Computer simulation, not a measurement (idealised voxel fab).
process module | voxel capacitor over wiring
cross-section cut | 260 nm wide | cells 5 nm
A cross-section is a grid of square cells, given in bands from the top down. A band is one or more rows of cells.
Each band's line starts with the height of the band's top and of its bottom, in nm. Then come its materials from left to right, each with its width in nm. One material with "throughout" fills the band from edge to edge. "air" is empty space.
Height 0 is the level under which the wafer as received is all one material. The lowest band goes on downwards, as in "0 down".
A width such as "30 to 40" changes by the same amount from each row of cells to the next, from the band's top row to its bottom row.
"no change" after a step means that no cell of the cross-section changed.
closed voids: empty space of 8 cells or more with no open way to the top, each as width x height at its distance from the left edge, in nm
after a step's settings: what the simulator itself notes on the step
overlay nm, on a step with a mask: how far to the right of its planned place the mask lay; to the left if negative
plan
1 op RECEIVE | material Si
2 op CONFORMAL_DEP | material SiO2 | thk nm 15
3 op CONFORMAL_DEP | material SiCN | thk nm 5
4 op DIRECTIONAL_DEP | material SiO2 | thk nm 15
5 op MASKED_ETCH | tone open | mask id METAL_1 | width nm 30 | pitch nm 100 | etch materials SiO2 | depth nm 15 | overlay nm 0
6 op MASKED_ETCH | tone open | mask id METAL_1 | width nm 30 | pitch nm 100 | etch materials SiCN | depth nm 5 | overlay nm 0
7 op CONFORMAL_DEP | material TiN | thk nm 5
8 op FILL_DEP | material Cu | thk nm 5
9 op CMP | height nm 35
10 op EPI | material Ru | thk nm 5
11 op FILL_DEP | material SiCN | thk nm 5
12 op DIRECTIONAL_DEP | material SiO2 | thk nm 15
13 op MASKED_ETCH | tone open | mask id PLUG_1 | width nm 15 | etch materials SiO2 | depth nm 15 | overlay nm 0
14 op MASKED_ETCH | tone open | mask id PLUG_1 | width nm 15 | etch materials SiCN | depth nm 5 | overlay nm 0
15 op EPI | material Ru | thk nm 10
16 op EPI | material Ru | thk nm 10
17 op DIRECTIONAL_DEP | material TiN | thk nm 5
18 op DIRECTIONAL_DEP | material Al2O3 | thk nm 5
19 op DIRECTIONAL_DEP | material TiN | thk nm 10
20 op MASKED_ETCH | tone cover | mask id UPPER_PLATE | width nm 75 | etch materials TiN | depth nm 10 | overlay nm 0
21 op MASKED_ETCH | tone cover | mask id UPPER_PLATE | width nm 75 | etch materials Al2O3 | depth nm 5 | overlay nm 0
22 op PATTERN | tone cover | mask id LOWER_PLATE | material resist | width nm 85 | thk nm 15 | overlay nm 0
23 op DIRECTIONAL_ETCH | etch materials TiN | depth nm 5
24 op STRIP | etch materials resist
25 op FILL_DEP | material SiO2 | thk nm 20
26 op CMP | height nm 95
27 op PATTERN | tone open | mask id PLUG_2 | material resist | width nm 15 | thk nm 15 | overlay nm 0
28 op DIRECTIONAL_ETCH | etch materials SiO2 | depth nm 15
29 op STRIP | etch materials resist
30 op CONFORMAL_DEP | material TiN | thk nm 5
31 op FILL_DEP | material Ru | thk nm 10
32 op CMP | height nm 95
33 op CONFORMAL_DEP | material SiN | thk nm 5
as received, after step 1
  0 down: Si throughout
  closed voids: none
first wafer at the end, as planned
  100 to 95: SiN throughout
  95 to 85: SiO2 90 | TiN 5 | Ru 5 | TiN 5 | SiO2 155
  85 to 80: SiO2 90 | TiN 15 | SiO2 155
  80 to 70: SiO2 80 | TiN 75 | SiO2 105
  70 to 65: SiO2 80 | Al2O3 75 | SiO2 105
  65 to 60: SiO2 75 | TiN 85 | SiO2 100
  60 to 45: SiO2 80 | Ru 15 | SiO2 165
  45 to 40: SiCN 80 | Ru 15 | SiCN 165
  40 to 35: SiCN 60 | Ru 40 | SiCN 60 | Ru 40 | SiCN 60
  35 to 20: SiO2 65 | TiN 5 | Cu 20 | TiN 5 | SiO2 70 | TiN 5 | Cu 20 | TiN 5 | SiO2 65
  20 to 15: SiCN 65 | TiN 30 | SiCN 70 | TiN 30 | SiCN 65
  15 to 0: SiO2 throughout
  0 down: Si throughout
  closed voids: none
second wafer at the end: like start, like plan, one mistake
  100 to 95: Ru throughout
  95 to 85: SiO2 90 | TiN 5 | Ru 5 | TiN 5 | SiO2 155
  85 to 80: SiO2 90 | TiN 15 | SiO2 155
  80 to 70: SiO2 80 | TiN 75 | SiO2 105
  70 to 65: SiO2 80 | Al2O3 75 | SiO2 105
  65 to 60: SiO2 75 | TiN 85 | SiO2 100
  60 to 45: SiO2 80 | Ru 15 | SiO2 165
  45 to 40: SiCN 80 | Ru 15 | SiCN 165
  40 to 35: SiCN 60 | Ru 40 | SiCN 60 | Ru 40 | SiCN 60
  35 to 20: SiO2 65 | TiN 5 | Cu 20 | TiN 5 | SiO2 70 | TiN 5 | Cu 20 | TiN 5 | SiO2 65
  20 to 15: SiCN 65 | TiN 30 | SiCN 70 | TiN 30 | SiCN 65
  15 to 0: SiO2 throughout
  0 down: Si throughout
  closed voids: none
what went wrong: step 33 ran as: op CONFORMAL_DEP | material Ru | thk nm 5
at the end the second wafer has, in cells: 52 more of Ru | 52 fewer of SiN
